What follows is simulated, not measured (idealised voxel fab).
The process module that follows is named voxel ribs on slabs.
Shown is cross-section cut, with a width of 160 nm and square cells of size 5 nm.
A cross-section is written here as square cells arranged in a grid, and it is given in bands from the top down, each band taking up one or more rows of cells.
For a band, the entry starts with two heights in nm, that of the top and then that of the bottom, and carries on with the band's materials in order from left to right, each alongside its width in nm; the word "throughout" beside a single material means it fills the band edge to edge, and "empty" means empty space.
Basically, 0 is our baseline, since under it the wafer straight out of the box is all one material. The bottom band has no lower end and keeps on going down, so it looks like "top 0, no bottom".
Quick explanation for "30 to 40": the width changes in equal steps down the rows of cells, from the first number in the band's top row to the second number in its bottom row.
No cell of the cross-section changed in a step that is given as "nothing altered".
If an empty space has no open way to the top and is at least 8 cells in size, "Voids, fully enclosed" lists it, written width x height at distance, where distance is measured from the left edge and every value is in nm.
after a step's settings: what the simulator itself notes on the step
The line of a step may include "overlay nm". On a step with a mask, this value is how far to the right of its planned place the mask lay. A negative value means the mask lay to the left.

[Set out below are the planned steps of the process]
step 1: RECEIVE with material Si
step 2: DIRECTIONAL_DEP with material SiO2, thk nm 20
step 3: DIRECTIONAL_DEP with material polySi, thk nm 15
step 4: PATTERN with tone cover, mask id RIB, material resist, width nm 20, thk nm 15, overlay nm 0
step 5: DIRECTIONAL_ETCH with etch materials polySi, depth nm 5
step 6: STRIP with etch materials resist
step 7: PATTERN with tone cover, mask id SLAB, material resist, width nm 60, thk nm 20, overlay nm 0
step 8: DIRECTIONAL_ETCH with etch materials polySi, depth nm 10
step 9: STRIP with etch materials resist
step 10: FILL_DEP with material SiO2, thk nm 25
step 11: CMP with height nm 50
step 12: DIRECTIONAL_DEP with material TiN, thk nm 5
step 13: PATTERN with tone cover, mask id HEATER, material resist, width nm 30, thk nm 15, overlay nm 0
step 14: DIRECTIONAL_ETCH with etch materials TiN, depth nm 5
step 15: STRIP with etch materials resist
step 16: CONFORMAL_DEP with material SiO2, thk nm 10

[Wafer cross-section on receipt, i.e. after step 1]
    top 0, no bottom  Si throughout
    Voids, fully enclosed: none

[The following cross-section depicts the wafer upon conclusion of the module. Processing commenced from the starting condition illustrated above and adhered to the plan illustrated above, save for one mistake in execution]
    top 65, bottom 60  empty (45); SiO2 (50); empty (65)
    top 60, bottom 55  SiO2 throughout
    top 55, bottom 50  SiO2 (55); TiN (30); SiO2 (75)
    top 50, bottom 35  SiO2 throughout
    top 35, bottom 30  SiO2 (70); polySi (20); SiO2 (70)
    top 30, bottom 20  SiO2 (50); polySi (60); SiO2 (50)
    top 20, bottom 0  SiO2 throughout
    top 0, no bottom  Si throughout
    Voids, fully enclosed: none
Want to know what went wrong? step 13 did not use the planned setting and instead ran as PATTERN with tone cover, mask id HEATER, material resist, width nm 30, thk nm 15, overlay nm -10
